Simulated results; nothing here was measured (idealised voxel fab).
process module | voxel air gaps
cross-section cut | 300 nm wide | cells 5 nm
A cross-section is a grid of square cells, given in bands from the top down. A band is one or more rows of cells.
Each band's line starts with the height of the band's top and of its bottom, in nm. Then come its materials from left to right, each with its width in nm. One material with "throughout" fills the band from edge to edge. "air" is empty space.
Height 0 is the level under which the wafer as received is all one material. The lowest band goes on downwards, as in "0 down".
A width such as "30 to 40" changes by the same amount from each row of cells to the next, from the band's top row to its bottom row.
"no change" after a step means that no cell of the cross-section changed.
closed voids: empty space of 8 cells or more with no open way to the top, each as width x height at its distance from the left edge, in nm
after a step's settings: what the simulator itself notes on the step
overlay nm, on a step with a mask: how far to the right of its planned place the mask lay; to the left if negative
plan
1 op RECEIVE | material Si
2 op CONFORMAL_DEP | material SiO2 | thk nm 10
3 op CONFORMAL_DEP | material SiN | thk nm 5
4 op DIRECTIONAL_DEP | material SiO2 | thk nm 40
5 op MASKED_ETCH | tone open | mask id LINES | width nm 20 | pitch nm 45 | etch materials SiO2 | depth nm 40 | overlay nm 0
6 op CONFORMAL_DEP | material TiN | thk nm 5
7 op FILL_DEP | material W | thk nm 10
8 op CMP | height nm 55
9 op EPI | material Ru | thk nm 10
10 op SELECTIVE_ETCH | etch materials SiO2 | depth nm 50
11 op CONFORMAL_DEP | material SiN | thk nm 5
as received, after step 1
  0 down: Si throughout
  closed voids: none
a wafer at the end: this start, this plan, one mistake
  60 to 55: air 55 | SiN 185 | air 60
  55 to 45: air 55 | SiN 5 | Ru 40 | SiN 5 | Ru 40 | SiN 5 | Ru 40 | SiN 5 | Ru 40 | SiN 5 | air 60
  45 to 40: air 55 | SiN 15 | TiN 5 | W 10 | TiN 5 | SiN 25 | TiN 5 | W 10 | TiN 5 | SiN 25 | TiN 5 | W 10 | TiN 5 | SiN 25 | TiN 5 | W 10 | TiN 5 | SiN 15 | air 60
  40 to 20: air 65 | SiN 5 | TiN 5 | W 10 | TiN 5 | SiN 5 | air 15 | SiN 5 | TiN 5 | W 10 | TiN 5 | SiN 5 | air 15 | SiN 5 | TiN 5 | W 10 | TiN 5 | SiN 5 | air 15 | SiN 5 | TiN 5 | W 10 | TiN 5 | SiN 5 | air 70
  20 to 15: SiN 70 | TiN 20 | SiN 25 | TiN 20 | SiN 25 | TiN 20 | SiN 25 | TiN 20 | SiN 75
  15 to 10: SiN throughout
  10 to 0: SiO2 throughout
  0 down: Si throughout
  closed voids: 15 x 20 at 95; 15 x 20 at 140; 15 x 20 at 185
what went wrong: step 8 ran as: op CMP | height nm 45
